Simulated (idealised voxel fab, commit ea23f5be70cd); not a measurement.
This is a process module. Its name is voxel trench capacitor.
Each square cell in cross-section cut measures 5 nm, and the section as a whole is 255 nm wide.
This document writes a cross-section as a grid whose cells are square, and gives it as bands, listed from the top down; one or more rows of cells form a band.
It is stipulated that each band's entry specify, in nanometres, the height of the top of the band and then that of its bottom, followed by the materials of the band in left-to-right sequence, each together with its width in nanometres. A single material marked by the word "full width" is understood to fill the band from edge to edge; the word "air" is understood to denote empty space.
Height reference: 0 = level under which incoming wafer is all one material. Lowest band: no bottom, runs on downward, e.g. "z 0 and below".
With a width like "30 to 40", each row of cells in the band differs from the next by the same amount, the top row carrying the first number and the bottom row the second.
For the purposes of this document, the phrase "no modification" attached to a step denotes that no cell within the cross-section was modified by that step.
What "Voids, enclosed" gives you is every empty space of 8 cells or more that is cut off from the top. Each appears as width x height at distance, with the distance taken from the left edge and width, height and distance all in nm.
Text after the settings on a step's line: the simulator's own remark on that step.
Regarding "overlay nm": on a step with a mask, it is the distance the mask lay to the right of its planned place; a negative value places it to the left.

[Planned step list for the process]
1,RECEIVE [material Si]
2,CONFORMAL_DEP [material SiN] [thk nm 10]
3,PATTERN [tone open] [mask id TRENCH] [material resist] [width nm 25] [pitch nm 50] [thk nm 20] [overlay nm 0]
4,DIRECTIONAL_ETCH [etch materials SiN] [depth nm 10]
5,DIRECTIONAL_ETCH [etch materials Si] [depth nm 30]
6,STRIP [etch materials resist]
7,CONFORMAL_DEP [material Al2O3] [thk nm 5]
8,CONFORMAL_DEP [material TiN] [thk nm 5]
9,FILL_DEP [material W] [thk nm 10]
10,CMP [height nm 10]

[Cross-section of the wafer upon arrival, representing the state reached after step 1]
z 0 and below: Si full width
Voids, enclosed: none

[First of two wafers at the end of the module, shown in cross-section; run carried out as planned]
z 10 to 0: 40 of SiN, then 5 of Al2O3, then 5 of TiN, then 5 of W, then 5 of TiN, then 5 of Al2O3, then 25 of SiN, then 5 of Al2O3, then 5 of TiN, then 5 of W, then 5 of TiN, then 5 of Al2O3, then 25 of SiN, then 5 of Al2O3, then 5 of TiN, then 5 of W, then 5 of TiN, then 5 of Al2O3, then 25 of SiN, then 5 of Al2O3, then 5 of TiN, then 5 of W, then 5 of TiN, then 5 of Al2O3, then 40 of SiN
z 0 to -20: 40 of Si, then 5 of Al2O3, then 5 of TiN, then 5 of W, then 5 of TiN, then 5 of Al2O3, then 25 of Si, then 5 of Al2O3, then 5 of TiN, then 5 of W, then 5 of TiN, then 5 of Al2O3, then 25 of Si, then 5 of Al2O3, then 5 of TiN, then 5 of W, then 5 of TiN, then 5 of Al2O3, then 25 of Si, then 5 of Al2O3, then 5 of TiN, then 5 of W, then 5 of TiN, then 5 of Al2O3, then 40 of Si
z -20 to -25: 40 of Si, then 5 of Al2O3, then 15 of TiN, then 5 of Al2O3, then 25 of Si, then 5 of Al2O3, then 15 of TiN, then 5 of Al2O3, then 25 of Si, then 5 of Al2O3, then 15 of TiN, then 5 of Al2O3, then 25 of Si, then 5 of Al2O3, then 15 of TiN, then 5 of Al2O3, then 40 of Si
z -25 to -30: 40 of Si, then 25 of Al2O3, then 25 of Si, then 25 of Al2O3, then 25 of Si, then 25 of Al2O3, then 25 of Si, then 25 of Al2O3, then 40 of Si
z -30 and below: Si full width
Voids, enclosed: none

[So this is wafer number two of the two, cut at the end of the module - it started where the first did and had the same plan, we just got one thing wrong running it]
z 10 to 0: 30 of W, then 5 of TiN, then 5 of Al2O3, then 25 of SiN, then 5 of Al2O3, then 5 of TiN, then 5 of W, then 5 of TiN, then 5 of Al2O3, then 25 of SiN, then 5 of Al2O3, then 5 of TiN, then 5 of W, then 5 of TiN, then 5 of Al2O3, then 25 of SiN, then 5 of Al2O3, then 5 of TiN, then 5 of W, then 5 of TiN, then 5 of Al2O3, then 25 of SiN, then 5 of Al2O3, then 5 of TiN, then 30 of W
z 0 to -20: 30 of W, then 5 of TiN, then 5 of Al2O3, then 25 of Si, then 5 of Al2O3, then 5 of TiN, then 5 of W, then 5 of TiN, then 5 of Al2O3, then 25 of Si, then 5 of Al2O3, then 5 of TiN, then 5 of W, then 5 of TiN, then 5 of Al2O3, then 25 of Si, then 5 of Al2O3, then 5 of TiN, then 5 of W, then 5 of TiN, then 5 of Al2O3, then 25 of Si, then 5 of Al2O3, then 5 of TiN, then 30 of W
z -20 to -25: 35 of TiN, then 5 of Al2O3, then 25 of Si, then 5 of Al2O3, then 15 of TiN, then 5 of Al2O3, then 25 of Si, then 5 of Al2O3, then 15 of TiN, then 5 of Al2O3, then 25 of Si, then 5 of Al2O3, then 15 of TiN, then 5 of Al2O3, then 25 of Si, then 5 of Al2O3, then 35 of TiN
z -25 to -30: 40 of Al2O3, then 25 of Si, then 25 of Al2O3, then 25 of Si, then 25 of Al2O3, then 25 of Si, then 25 of Al2O3, then 25 of Si, then 40 of Al2O3
z -30 and below: Si full width
Voids, enclosed: none
Diagnosis: step 3 went in with a setting other than planned; the actual run was PATTERN [tone cover] [mask id TRENCH] [material resist] [width nm 25] [pitch nm 50] [thk nm 20] [overlay nm 0]
Materials where the second wafer ends with more or fewer cells than the first: Al2O3 +11; Si -66; SiN -22; TiN +11; W +66
